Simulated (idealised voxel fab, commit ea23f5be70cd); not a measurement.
voxel transistor to metal: a process module
Square cell edge 5 nm, section width 150 nm, ID cut.
Just so we're on the same page, the cross-sections are grids of square cells, and they're listed out in bands top to bottom, each band one or more rows deep. Heights first: top, then bottom, in nm. Then materials, left to right, each with a width in nm. "full width" on a single material: fills the band edge to edge. "air": empty space. Heights are measured from 0, the level below which the as-received wafer is all one material; the lowest band has no bottom and continues downward, written as in "from 0 down". When a width is written as two numbers, as in "30..40", the first number is the width in the top row of cells of the band and the second is the width in its bottom row, and the width changes by the same amount from each row to the next. You'll sometimes find "nothing altered" written for a step, and that's the way of saying that nowhere in the cross-section did a cell change during that step. Listed in "Trapped voids": every empty space of 8 or more cells without an open way to the top. Form: width x height at distance, the distance being from the left edge, all in nm. Formally, on a step line, whatever follows the settings is a remark that the simulator itself makes on the step. overlay nm: right-of-plan distance of the mask on a masked step; negative values mean left-of-plan.

### Process steps (planned)
1. RECEIVE [material Si]
2. OXIDIZE [depth nm 5]
3. CONFORMAL_DEP [material SiN] [thk nm 10]
4. MASKED_ETCH [tone cover] [mask id ACTIVE] [width nm 115] [etch materials SiN] [depth nm 10] [overlay nm 0]
5. MASKED_ETCH [tone cover] [mask id ACTIVE] [width nm 115] [etch materials SiO2] [depth nm 5] [overlay nm 0]
6. MASKED_ETCH [tone cover] [mask id ACTIVE] [width nm 115] [etch materials Si] [depth nm 20] [overlay nm 0]
7. FILL_DEP [material SiO2] [thk nm 15]
8. CMP [height nm 10]
9. SELECTIVE_ETCH [etch materials SiO2] [depth nm 5]
10. STRIP [etch materials SiN]
11. SELECTIVE_ETCH [etch materials SiO2] [depth nm 5]
12. OXIDIZE [depth nm 5]
13. DIRECTIONAL_DEP [material polySi] [thk nm 30]
14. DIRECTIONAL_DEP [material SiCN] [thk nm 15]
15. MASKED_ETCH [tone cover] [mask id GATE] [width nm 35] [etch materials SiCN] [depth nm 25] [overlay nm 0]
16. MASKED_ETCH [tone cover] [mask id GATE] [width nm 35] [etch materials polySi] [depth nm 40] [overlay nm 0]
17. CONFORMAL_DEP [material SiN] [thk nm 5]
18. DIRECTIONAL_ETCH [etch materials SiN] [depth nm 5]
19. DIRECTIONAL_ETCH [etch materials SiO2] [depth nm 5]
20. DIRECTIONAL_ETCH [etch materials Si] [depth nm 5]
21. EPI [material nSi] [thk nm 5]
22. FILL_DEP [material SiO2] [thk nm 10]
23. CMP [height nm 25]
24. STRIP [etch materials polySi]
25. SELECTIVE_ETCH [etch materials SiO2] [depth nm 5]
26. CONFORMAL_DEP [material HfO2] [thk nm 5]
27. CONFORMAL_DEP [material TiN] [thk nm 5]
28. FILL_DEP [material W] [thk nm 5]
29. CMP [height nm 20]
30. DIRECTIONAL_DEP [material SiO2] [thk nm 15]
31. DIRECTIONAL_DEP [material aC] [thk nm 15]
32. PATTERN [tone open] [mask id CONTACT] [material resist] [width nm 15] [pitch nm 80] [thk nm 30] [overlay nm 0]
33. DIRECTIONAL_ETCH [etch materials aC] [depth nm 15]
34. STRIP [etch materials resist]
35. DIRECTIONAL_ETCH [etch materials SiO2] [depth nm 45]
36. STRIP [etch materials aC]
37. CONFORMAL_DEP [material TiN] [thk nm 5]
38. FILL_DEP [material W] [thk nm 10]
39. CMP [height nm 35]
40. DIRECTIONAL_DEP [material TiN] [thk nm 5]
41. DIRECTIONAL_DEP [material Ru] [thk nm 25]
42. PATTERN [tone cover] [mask id METAL_1] [material resist] [width nm 15] [pitch nm 80] [thk nm 15] [overlay nm 0]
43. DIRECTIONAL_ETCH [etch materials Ru] [depth nm 25]
44. DIRECTIONAL_ETCH [etch materials TiN] [depth nm 5]
45. STRIP [etch materials resist]
46. FILL_DEP [material lowk] [thk nm 10]
47. CMP [height nm 65]
48. CONFORMAL_DEP [material SiN] [thk nm 5]

### The following pertains to the first of two wafers, which was processed as planned

### Cross-section: wafer on arrival = after step 1
    from 0 down: Si full width
    Trapped voids: none

### Cross-section of the wafer after step 2
    from 0 to -5: SiO2 full width
    At heights below -5, the structure remains unaltered.

### Cross-section of the wafer after step 3
    from 10 to 0: SiN full width
    At heights below 0, the structure remains unaltered.

### Cross-section of the wafer after step 4
    from 10 to 0: air 15, then SiN 115, then air 20
    At heights below 0, the structure remains unaltered.

### Cross-section of the wafer after step 5
    from 10 to 0: air 15, then SiN 115, then air 20
    from 0 to -5: air 15, then SiO2 115, then air 20
    At heights below -5, the structure remains unaltered.

### Cross-section of the wafer after step 6
    from 10 to 0: air 15, then SiN 115, then air 20
    from 0 to -5: air 15, then SiO2 115, then air 20
    from -5 to -25: air 15, then Si 115, then air 20
    At heights below -25, the structure remains unaltered.

### Cross-section of the wafer after step 7
    from 25 to 10: SiO2 full width
    from 10 to 0: SiO2 15, then SiN 115, then SiO2 20
    from 0 to -5: SiO2 full width
    from -5 to -25: SiO2 15, then Si 115, then SiO2 20
    At heights below -25, the structure remains unaltered.

### Cross-section of the wafer after step 8
    from 10 to 0: SiO2 15, then SiN 115, then SiO2 20
    At heights below 0, the structure remains unaltered.

### Cross-section of the wafer after step 9
    from 10 to 5: air 15, then SiN 115, then air 20
    At heights below 5, the structure remains unaltered.

### Cross-section of the wafer after step 10
    from 5 to 0: SiO2 15, then air 115, then SiO2 20
    At heights below 0, the structure remains unaltered.

### Cross-section of the wafer after step 11
    from 0 to -5: SiO2 10, then air 125, then SiO2 15
    At heights below -5, the structure remains unaltered.

### Cross-section of the wafer after step 12
    from 0 to -5: SiO2 10, then air 125, then SiO2 15
    from -5 to -10: SiO2 full width
    At heights below -10, the structure remains unaltered.

### Cross-section of the wafer after step 13
    from 30 to 25: polySi 10, then air 125, then polySi 15
    from 25 to 0: polySi full width
    from 0 to -5: SiO2 10, then polySi 125, then SiO2 15
    At heights below -5, the structure remains unaltered.

### Cross-section of the wafer after step 14
    from 45 to 40: SiCN 10, then air 125, then SiCN 15
    from 40 to 30: SiCN full width
    from 30 to 25: polySi 10, then SiCN 125, then polySi 15
    At heights below 25, the structure remains unaltered.

### Cross-section of the wafer after step 15
    from 40 to 30: air 55, then SiCN 35, then air 60
    from 30 to 25: polySi 10, then air 45, then SiCN 35, then air 45, then polySi 15
    At heights below 25, the structure remains unaltered.

### Cross-section of the wafer after step 16
    from 40 to 25: air 55, then SiCN 35, then air 60
    from 25 to 0: air 55, then polySi 35, then air 60
    from 0 to -5: SiO2 10, then air 45, then polySi 35, then air 45, then SiO2 15
    At heights below -5, the structure remains unaltered.

### Cross-section of the wafer after step 17
    from 45 to 40: air 50, then SiN 45, then air 55
    from 40 to 25: air 50, then SiN 5, then SiCN 35, then SiN 5, then air 55
    from 25 to 5: air 50, then SiN 5, then polySi 35, then SiN 5, then air 55
    from 5 to 0: SiN 15, then air 35, then SiN 5, then polySi 35, then SiN 5, then air 35, then SiN 20
    from 0 to -5: SiO2 10, then SiN 45, then polySi 35, then SiN 45, then SiO2 15
    At heights below -5, the structure remains unaltered.

### Cross-section of the wafer after step 18
    from 40 to 25: air 50, then SiN 5, then SiCN 35, then SiN 5, then air 55
    from 25 to 0: air 50, then SiN 5, then polySi 35, then SiN 5, then air 55
    from 0 to -5: SiO2 10, then SiN 5, then air 35, then SiN 5, then polySi 35, then SiN 5, then air 35, then SiN 5, then SiO2 15
    At heights below -5, the structure remains unaltered.

### Cross-section of the wafer after step 19
    from 40 to 25: air 50, then SiN 5, then SiCN 35, then SiN 5, then air 55
    from 25 to 0: air 50, then SiN 5, then polySi 35, then SiN 5, then air 55
    from 0 to -5: air 10, then SiN 5, then air 35, then SiN 5, then polySi 35, then SiN 5, then air 35, then SiN 5, then air 15
    from -5 to -10: SiO2 15, then air 35, then SiO2 45, then air 35, then SiO2 20
    At heights below -10, the structure remains unaltered.

### Cross-section of the wafer after step 20
    from 40 to 25: air 50, then SiN 5, then SiCN 35, then SiN 5, then air 55
    from 25 to 0: air 50, then SiN 5, then polySi 35, then SiN 5, then air 55
    from 0 to -5: air 10, then SiN 5, then air 35, then SiN 5, then polySi 35, then SiN 5, then air 35, then SiN 5, then air 15
    from -5 to -10: SiO2 15, then air 35, then SiO2 45, then air 35, then SiO2 20
    from -10 to -15: SiO2 15, then air 35, then Si 45, then air 35, then SiO2 20
    At heights below -15, the structure remains unaltered.

### Cross-section of the wafer after step 21
    from 40 to 25: air 50, then SiN 5, then SiCN 35, then SiN 5, then air 55
    from 25 to 0: air 50, then SiN 5, then polySi 35, then SiN 5, then air 55
    from 0 to -5: air 10, then SiN 5, then air 35, then SiN 5, then polySi 35, then SiN 5, then air 35, then SiN 5, then air 15
    from -5 to -10: SiO2 15, then air 30, then nSi 5, then SiO2 45, then nSi 5, then air 30, then SiO2 20
    from -10 to -15: SiO2 15, then nSi 35, then Si 45, then nSi 35, then SiO2 20
    At heights below -15, the structure remains unaltered.

### Cross-section of the wafer after step 22
    from 50 to 40: SiO2 full width
    from 40 to 25: SiO2 50, then SiN 5, then SiCN 35, then SiN 5, then SiO2 55
    from 25 to 0: SiO2 50, then SiN 5, then polySi 35, then SiN 5, then SiO2 55
    from 0 to -5: SiO2 10, then SiN 5, then SiO2 35, then SiN 5, then polySi 35, then SiN 5, then SiO2 35, then SiN 5, then SiO2 15
    from -5 to -10: SiO2 45, then nSi 5, then SiO2 45, then nSi 5, then SiO2 50
    At heights below -10, the structure remains unaltered.

### Cross-section of the wafer after step 23
    from 25 to 0: SiO2 50, then SiN 5, then polySi 35, then SiN 5, then SiO2 55
    At heights below 0, the structure remains unaltered.

### Cross-section of the wafer after step 24
    from 25 to 0: SiO2 50, then SiN 5, then air 35, then SiN 5, then SiO2 55
    from 0 to -5: SiO2 10, then SiN 5, then SiO2 35, then SiN 5, then air 35, then SiN 5, then SiO2 35, then SiN 5, then SiO2 15
    At heights below -5, the structure remains unaltered.

### Cross-section of the wafer after step 25
    from 25 to 20: air 50, then SiN 5, then air 35, then SiN 5, then air 55
    from 20 to 0: SiO2 50, then SiN 5, then air 35, then SiN 5, then SiO2 55
    from 0 to -5: SiO2 10, then SiN 5, then SiO2 35, then SiN 5, then air 35, then SiN 5, then SiO2 35, then SiN 5, then SiO2 15
    from -5 to -10: SiO2 45, then nSi 5, then air 45, then nSi 5, then SiO2 50
    At heights below -10, the structure remains unaltered.

### Cross-section of the wafer after step 26
    from 30 to 25: air 45, then HfO2 15, then air 25, then HfO2 15, then air 50
    from 25 to 20: HfO2 50, then SiN 5, then HfO2 5, then air 25, then HfO2 5, then SiN 5, then HfO2 55
    from 20 to 0: SiO2 50, then SiN 5, then HfO2 5, then air 25, then HfO2 5, then SiN 5, then SiO2 55
    from 0 to -5: SiO2 10, then SiN 5, then SiO2 35, then SiN 5, then HfO2 5, then air 25, then HfO2 5, then SiN 5, then SiO2 35, then SiN 5, then SiO2 15
    from -5 to -10: SiO2 45, then nSi 5, then HfO2 45, then nSi 5, then SiO2 50
    At heights below -10, the structure remains unaltered.

### Cross-section of the wafer after step 27
    from 35 to 30: air 40, then TiN 25, then air 15, then TiN 25, then air 45
    from 30 to 25: TiN 45, then HfO2 15, then TiN 5, then air 15, then TiN 5, then HfO2 15, then TiN 50
    from 25 to 20: HfO2 50, then SiN 5, then HfO2 5, then TiN 5, then air 15, then TiN 5, then HfO2 5, then SiN 5, then HfO2 55
    from 20 to 0: SiO2 50, then SiN 5, then HfO2 5, then TiN 5, then air 15, then TiN 5, then HfO2 5, then SiN 5, then SiO2 55
    from 0 to -5: SiO2 10, then SiN 5, then SiO2 35, then SiN 5, then HfO2 5, then TiN 25, then HfO2 5, then SiN 5, then SiO2 35, then SiN 5, then SiO2 15
    At heights below -5, the structure remains unaltered.

### Cross-section of the wafer after step 28
    from 40 to 35: W full width
    from 35 to 30: W 40, then TiN 25, then W 15, then TiN 25, then W 45
    from 30 to 25: TiN 45, then HfO2 15, then TiN 5, then W 15, then TiN 5, then HfO2 15, then TiN 50
    from 25 to 20: HfO2 50, then SiN 5, then HfO2 5, then TiN 5, then W 15, then TiN 5, then HfO2 5, then SiN 5, then HfO2 55
    from 20 to 0: SiO2 50, then SiN 5, then HfO2 5, then TiN 5, then W 15, then TiN 5, then HfO2 5, then SiN 5, then SiO2 55
    At heights below 0, the structure remains unaltered.

### Cross-section of the wafer after step 29
    from 20 to 0: SiO2 50, then SiN 5, then HfO2 5, then TiN 5, then W 15, then TiN 5, then HfO2 5, then SiN 5, then SiO2 55
    At heights below 0, the structure remains unaltered.

### Cross-section of the wafer after step 30
    from 35 to 20: SiO2 full width
    At heights below 20, the structure remains unaltered.

### Cross-section of the wafer after step 31
    from 50 to 35: aC full width
    At heights below 35, the structure remains unaltered.

### Cross-section of the wafer after step 32
    from 80 to 50: resist 25, then air 15, then resist 65, then air 15, then resist 30
    At heights below 50, the structure remains unaltered.

### Cross-section of the wafer after step 33
    from 65 to 50: resist 25, then air 15, then resist 65, then air 15, then resist 30
    from 50 to 35: aC 25, then air 15, then aC 65, then air 15, then aC 30
    At heights below 35, the structure remains unaltered.

### Cross-section of the wafer after step 34
    from 50 to 35: aC 25, then air 15, then aC 65, then air 15, then aC 30
    At heights below 35, the structure remains unaltered.

### Cross-section of the wafer after step 35
    from 50 to 35: aC 25, then air 15, then aC 65, then air 15, then aC 30
    from 35 to 20: SiO2 25, then air 15, then SiO2 65, then air 15, then SiO2 30
    from 20 to 0: SiO2 25, then air 15, then SiO2 10, then SiN 5, then HfO2 5, then TiN 5, then W 15, then TiN 5, then HfO2 5, then SiN 5, then SiO2 10, then air 15, then SiO2 30
    from 0 to -5: SiO2 10, then SiN 5, then SiO2 10, then air 15, then SiO2 10, then SiN 5, then HfO2 5, then TiN 25, then HfO2 5, then SiN 5, then SiO2 10, then air 15, then SiO2 10, then SiN 5, then SiO2 15
    from -5 to -10: SiO2 25, then air 15, then SiO2 5, then nSi 5, then HfO2 45, then nSi 5, then SiO2 5, then air 15, then SiO2 30
    At heights below -10, the structure remains unaltered.

### Cross-section of the wafer after step 36
    from 35 to 20: SiO2 25, then air 15, then SiO2 65, then air 15, then SiO2 30
    At heights below 20, the structure remains unaltered.

### Cross-section of the wafer after step 37
    from 40 to 35: TiN 30, then air 5, then TiN 75, then air 5, then TiN 35
    from 35 to 20: SiO2 25, then TiN 5, then air 5, then TiN 5, then SiO2 65, then TiN 5, then air 5, then TiN 5, then SiO2 30
    from 20 to 0: SiO2 25, then TiN 5, then air 5, then TiN 5, then SiO2 10, then SiN 5, then HfO2 5, then TiN 5, then W 15, then TiN 5, then HfO2 5, then SiN 5, then SiO2 10, then TiN 5, then air 5, then TiN 5, then SiO2 30
    from 0 to -5: SiO2 10, then SiN 5, then SiO2 10, then TiN 5, then air 5, then TiN 5, then SiO2 10, then SiN 5, then HfO2 5, then TiN 25, then HfO2 5, then SiN 5, then SiO2 10, then TiN 5, then air 5, then TiN 5, then SiO2 10, then SiN 5, then SiO2 15
    from -5 to -10: SiO2 25, then TiN 15, then SiO2 5, then nSi 5, then HfO2 45, then nSi 5, then SiO2 5, then TiN 15, then SiO2 30
    At heights below -10, the structure remains unaltered.

### Cross-section of the wafer after step 38
    from 50 to 40: W full width
    from 40 to 35: TiN 30, then W 5, then TiN 75, then W 5, then TiN 35
    from 35 to 20: SiO2 25, then TiN 5, then W 5, then TiN 5, then SiO2 65, then TiN 5, then W 5, then TiN 5, then SiO2 30
    from 20 to 0: SiO2 25, then TiN 5, then W 5, then TiN 5, then SiO2 10, then SiN 5, then HfO2 5, then TiN 5, then W 15, then TiN 5, then HfO2 5, then SiN 5, then SiO2 10, then TiN 5, then W 5, then TiN 5, then SiO2 30
    from 0 to -5: SiO2 10, then SiN 5, then SiO2 10, then TiN 5, then W 5, then TiN 5, then SiO2 10, then SiN 5, then HfO2 5, then TiN 25, then HfO2 5, then SiN 5, then SiO2 10, then TiN 5, then W 5, then TiN 5, then SiO2 10, then SiN 5, then SiO2 15
    At heights below -5, the structure remains unaltered.

### Cross-section of the wafer after step 39
    from 35 to 20: SiO2 25, then TiN 5, then W 5, then TiN 5, then SiO2 65, then TiN 5, then W 5, then TiN 5, then SiO2 30
    At heights below 20, the structure remains unaltered.

### Cross-section of the wafer after step 40
    from 40 to 35: TiN full width
    At heights below 35, the structure remains unaltered.

### Cross-section of the wafer after step 41
    from 65 to 40: Ru full width
    At heights below 40, the structure remains unaltered.

### Cross-section of the wafer after step 42
    from 80 to 65: air 25, then resist 15, then air 65, then resist 15, then air 30
    At heights below 65, the structure remains unaltered.

### Cross-section of the wafer after step 43
    from 80 to 65: air 25, then resist 15, then air 65, then resist 15, then air 30
    from 65 to 40: air 25, then Ru 15, then air 65, then Ru 15, then air 30
    At heights below 40, the structure remains unaltered.

### Cross-section of the wafer after step 44
    from 80 to 65: air 25, then resist 15, then air 65, then resist 15, then air 30
    from 65 to 40: air 25, then Ru 15, then air 65, then Ru 15, then air 30
    from 40 to 35: air 25, then TiN 15, then air 65, then TiN 15, then air 30
    At heights below 35, the structure remains unaltered.

### Cross-section of the wafer after step 45
    from 65 to 40: air 25, then Ru 15, then air 65, then Ru 15, then air 30
    At heights below 40, the structure remains unaltered.

### Cross-section of the wafer after step 46
    from 75 to 65: lowk full width
    from 65 to 40: lowk 25, then Ru 15, then lowk 65, then Ru 15, then lowk 30
    from 40 to 35: lowk 25, then TiN 15, then lowk 65, then TiN 15, then lowk 30
    At heights below 35, the structure remains unaltered.

### Cross-section of the wafer after step 47
    from 65 to 40: lowk 25, then Ru 15, then lowk 65, then Ru 15, then lowk 30
    At heights below 40, the structure remains unaltered.

### Cross-section of the wafer after step 48
    from 70 to 65: SiN full width
    At heights below 65, the structure remains unaltered.

### For the second wafer, take the first wafer's start and plan, then add one mistake made in running it; everything through step 29, that step included, is shared with the first

### Second wafer, cross-section, planned end of step 30
    from 50 to 20: SiO2 full width
    At heights below 20, the structure remains unaltered.

### Second wafer, cross-section, planned end of step 31
    from 65 to 50: aC full width
    At heights below 50, the structure remains unaltered.

### Second wafer, cross-section, planned end of step 32
    from 95 to 65: resist 25, then air 15, then resist 65, then air 15, then resist 30
    At heights below 65, the structure remains unaltered.

### Second wafer, cross-section, planned end of step 33
    from 80 to 65: resist 25, then air 15, then resist 65, then air 15, then resist 30
    from 65 to 50: aC 25, then air 15, then aC 65, then air 15, then aC 30
    At heights below 50, the structure remains unaltered.

### Second wafer, cross-section, planned end of step 34
    from 65 to 50: aC 25, then air 15, then aC 65, then air 15, then aC 30
    At heights below 50, the structure remains unaltered.

### Second wafer, cross-section, planned end of step 35
    from 65 to 50: aC 25, then air 15, then aC 65, then air 15, then aC 30
    from 50 to 20: SiO2 25, then air 15, then SiO2 65, then air 15, then SiO2 30
    from 20 to 5: SiO2 25, then air 15, then SiO2 10, then SiN 5, then HfO2 5, then TiN 5, then W 15, then TiN 5, then HfO2 5, then SiN 5, then SiO2 10, then air 15, then SiO2 30
    At heights below 5, the structure remains unaltered.

### Second wafer, cross-section, planned end of step 36
    from 50 to 20: SiO2 25, then air 15, then SiO2 65, then air 15, then SiO2 30
    At heights below 20, the structure remains unaltered.

### Second wafer, cross-section, planned end of step 37
    from 55 to 50: TiN 30, then air 5, then TiN 75, then air 5, then TiN 35
    from 50 to 20: SiO2 25, then TiN 5, then air 5, then TiN 5, then SiO2 65, then TiN 5, then air 5, then TiN 5, then SiO2 30
    from 20 to 10: SiO2 25, then TiN 5, then air 5, then TiN 5, then SiO2 10, then SiN 5, then HfO2 5, then TiN 5, then W 15, then TiN 5, then HfO2 5, then SiN 5, then SiO2 10, then TiN 5, then air 5, then TiN 5, then SiO2 30
    from 10 to 5: SiO2 25, then TiN 15, then SiO2 10, then SiN 5, then HfO2 5, then TiN 5, then W 15, then TiN 5, then HfO2 5, then SiN 5, then SiO2 10, then TiN 15, then SiO2 30
    At heights below 5, the structure remains unaltered.

### Second wafer, cross-section, planned end of step 38
    from 65 to 55: W full width
    from 55 to 50: TiN 30, then W 5, then TiN 75, then W 5, then TiN 35
    from 50 to 20: SiO2 25, then TiN 5, then W 5, then TiN 5, then SiO2 65, then TiN 5, then W 5, then TiN 5, then SiO2 30
    from 20 to 10: SiO2 25, then TiN 5, then W 5, then TiN 5, then SiO2 10, then SiN 5, then HfO2 5, then TiN 5, then W 15, then TiN 5, then HfO2 5, then SiN 5, then SiO2 10, then TiN 5, then W 5, then TiN 5, then SiO2 30
    At heights below 10, the structure remains unaltered.

### Second wafer, cross-section, planned end of step 39
    from 35 to 20: SiO2 25, then TiN 5, then W 5, then TiN 5, then SiO2 65, then TiN 5, then W 5, then TiN 5, then SiO2 30
    At heights below 20, the structure remains unaltered.

### Second wafer, cross-section, planned end of step 40
    from 40 to 35: TiN full width
    At heights below 35, the structure remains unaltered.

### Second wafer, cross-section, planned end of step 41
    from 65 to 40: Ru full width
    At heights below 40, the structure remains unaltered.

### Second wafer, cross-section, planned end of step 42
    from 80 to 65: air 25, then resist 15, then air 65, then resist 15, then air 30
    At heights below 65, the structure remains unaltered.

### Second wafer, cross-section, planned end of step 43
    from 80 to 65: air 25, then resist 15, then air 65, then resist 15, then air 30
    from 65 to 40: air 25, then Ru 15, then air 65, then Ru 15, then air 30
    At heights below 40, the structure remains unaltered.

### Second wafer, cross-section, planned end of step 44
    from 80 to 65: air 25, then resist 15, then air 65, then resist 15, then air 30
    from 65 to 40: air 25, then Ru 15, then air 65, then Ru 15, then air 30
    from 40 to 35: air 25, then TiN 15, then air 65, then TiN 15, then air 30
    At heights below 35, the structure remains unaltered.

### Second wafer, cross-section, planned end of step 45
    from 65 to 40: air 25, then Ru 15, then air 65, then Ru 15, then air 30
    At heights below 40, the structure remains unaltered.

### Second wafer, cross-section, planned end of step 46
    from 75 to 65: lowk full width
    from 65 to 40: lowk 25, then Ru 15, then lowk 65, then Ru 15, then lowk 30
    from 40 to 35: lowk 25, then TiN 15, then lowk 65, then TiN 15, then lowk 30
    At heights below 35, the structure remains unaltered.

### Second wafer, cross-section, planned end of step 47
    from 65 to 40: lowk 25, then Ru 15, then lowk 65, then Ru 15, then lowk 30
    At heights below 40, the structure remains unaltered.

### Second wafer, cross-section, planned end of step 48
    from 70 to 65: SiN full width
    At heights below 65, the structure remains unaltered.
Diagnosis: step 30 of the plan was carried out twice
Materials where the second wafer ends with more or fewer cells than the first: 18 more of SiO2; 12 fewer of TiN; 6 fewer of W
